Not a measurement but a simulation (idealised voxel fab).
process module | voxel self aligned contacts
cross-section cut | 280 nm wide | cells 5 nm
A cross-section is a grid of square cells, given in bands from the top down. A band is one or more rows of cells.
Each band's line starts with the height of the band's top and of its bottom, in nm. Then come its materials from left to right, each with its width in nm. One material with "throughout" fills the band from edge to edge. "air" is empty space.
Height 0 is the level under which the wafer as received is all one material. The lowest band goes on downwards, as in "0 down".
A width such as "30 to 40" changes by the same amount from each row of cells to the next, from the band's top row to its bottom row.
"no change" after a step means that no cell of the cross-section changed.
closed voids: empty space of 8 cells or more with no open way to the top, each as width x height at its distance from the left edge, in nm
after a step's settings: what the simulator itself notes on the step
overlay nm, on a step with a mask: how far to the right of its planned place the mask lay; to the left if negative
plan
1 op RECEIVE | material Si
2 op CONFORMAL_DEP | material SiO2 | thk nm 5
3 op DIRECTIONAL_DEP | material polySi | thk nm 30
4 op DIRECTIONAL_DEP | material SiN | thk nm 15
5 op DIRECTIONAL_DEP | material aC | thk nm 10
6 op PATTERN | tone cover | mask id GATE | material resist | width nm 30 | pitch nm 60 | thk nm 25 | overlay nm 0
7 op DIRECTIONAL_ETCH | etch materials aC | depth nm 10
8 op STRIP | etch materials resist
9 op DIRECTIONAL_ETCH | etch materials SiN | depth nm 15
10 op DIRECTIONAL_ETCH | etch materials polySi | depth nm 30
11 op STRIP | etch materials aC
12 op CONFORMAL_DEP | material SiN | thk nm 5
13 op DIRECTIONAL_ETCH | etch materials SiN | depth nm 5
14 op FILL_DEP | material SiO2 | thk nm 15
15 op CMP | height nm 60
16 op MASKED_ETCH | tone open | mask id CONTACT | width nm 40 | etch materials SiO2 | depth nm 60 | overlay nm 0
17 op CONFORMAL_DEP | material TiN | thk nm 5
18 op FILL_DEP | material W | thk nm 10
19 op CMP | height nm 60
20 op CONFORMAL_DEP | material SiCN | thk nm 5
as received, after step 1
  0 down: Si throughout
  closed voids: none
first wafer at the end, as planned
  65 to 60: SiCN throughout
  60 to 50: SiO2 120 | TiN 5 to 15 | W 30 to 10 | TiN 5 to 15 | SiO2 120
  50 to 35: SiO2 90 | SiN 40 | TiN 5 | W 10 | TiN 5 | SiN 40 | SiO2 90
  35 to 5: SiO2 90 | SiN 5 | polySi 30 | SiN 5 | TiN 5 | W 10 | TiN 5 | SiN 5 | polySi 30 | SiN 5 | SiO2 90
  5 to 0: SiO2 130 | TiN 20 | SiO2 130
  0 down: Si throughout
  closed voids: none
second wafer at the end: like start, like plan, one mistake
  65 to 60: SiCN throughout
  60 to 55: SiO2 120 | TiN 5 | W 30 | TiN 5 | SiO2 120
  55 to 50: SiO2 120 | TiN 40 | SiO2 120
  50 to 35: SiN 100 | SiO2 20 | SiN 40 | SiO2 20 | SiN 100
  35 to 5: polySi 95 | SiN 5 | SiO2 20 | SiN 5 | polySi 30 | SiN 5 | SiO2 20 | SiN 5 | polySi 95
  5 to 0: SiO2 throughout
  0 down: Si throughout
  closed voids: none
what went wrong: step 6 ran as: op PATTERN | tone open | mask id GATE | material resist | width nm 30 | pitch nm 60 | thk nm 25 | overlay nm 0
at the end the second wafer has, in cells: 96 more of SiN | 248 fewer of SiO2 | 20 fewer of TiN | 20 fewer of W | 192 more of polySi
